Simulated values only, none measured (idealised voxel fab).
Presented below is a process module, voxel fin reveal.
Section cut is 300 nm wide and gridded with 5 nm square cells.
We lay out every cross-section as a grid of square cells and spell it out in bands from the top down, where one band means one or more rows of cells. For a band, the entry starts with two heights in nm, that of the top and then that of the bottom, and carries on with the band's materials in order from left to right, each alongside its width in nm; the word "everywhere" beside a single material means it fills the band edge to edge, and "blank" means empty space. The level at which height equals 0 is the one under which the wafer, as it arrives, is entirely one material. No lower edge exists for the bottom band, which continues downward and is notated as in "0 nm and below". Read "30->40" as a graded width: first number on top, second number at the bottom, same change between each pair of neighbouring rows. Key: "remained unchanged" - step with no changed cell in the cross-section. Tabulated closed voids: empty space of 8 cells or more with no open way to the top, each as width x height at its distance from the left edge, in nm. Whatever follows a step's settings on its line is a remark the simulator itself makes about that step. "overlay nm" on a masked step: distance the mask lay right of its planned place, negative for left.

The planned process steps are enumerated hereunder:
1. RECEIVE, material Si
2. CONFORMAL_DEP, material SiN, thk nm 10
3. PATTERN, tone cover, mask id FINS, material resist, width nm 15, pitch nm 35, thk nm 15, overlay nm -15
4. DIRECTIONAL_ETCH, etch materials SiN, depth nm 10
5. DIRECTIONAL_ETCH, etch materials Si, depth nm 35
6. STRIP, etch materials resist
7. FILL_DEP, material SiO2, thk nm 10
8. CMP, height nm 10
9. SELECTIVE_ETCH, etch materials SiO2, depth nm 35
10. STRIP, etch materials SiN
11. CONFORMAL_DEP, material SiO2, thk nm 5
All wafers enter the flow in the same state. The overlay nm at step 3 differs from wafer to wafer, and the plan gives the value for the first wafer.

The first of several wafers as received, shown in cross-section; this is its state after step 1:
* 0 nm and below | Si everywhere
* Tabulated closed voids: none

Tabulated below, wafer by wafer, are the end-of-module results: for each material, the number of cells gained (+) or lost (-) relative to the as-received state, followed by the closed voids:
overlay nm -15; -357 Si; +192 SiO2; Tabulated closed voids: none
overlay nm -10; -357 Si; +192 SiO2; Tabulated closed voids: none
overlay nm -5; -357 Si; +192 SiO2; Tabulated closed voids: none
overlay nm 0; -357 Si; +192 SiO2; Tabulated closed voids: none
overlay nm 5; -357 Si; +192 SiO2; Tabulated closed voids: none
overlay nm 10; -357 Si; +192 SiO2; Tabulated closed voids: none
overlay nm 15; -357 Si; +192 SiO2; Tabulated closed voids: none
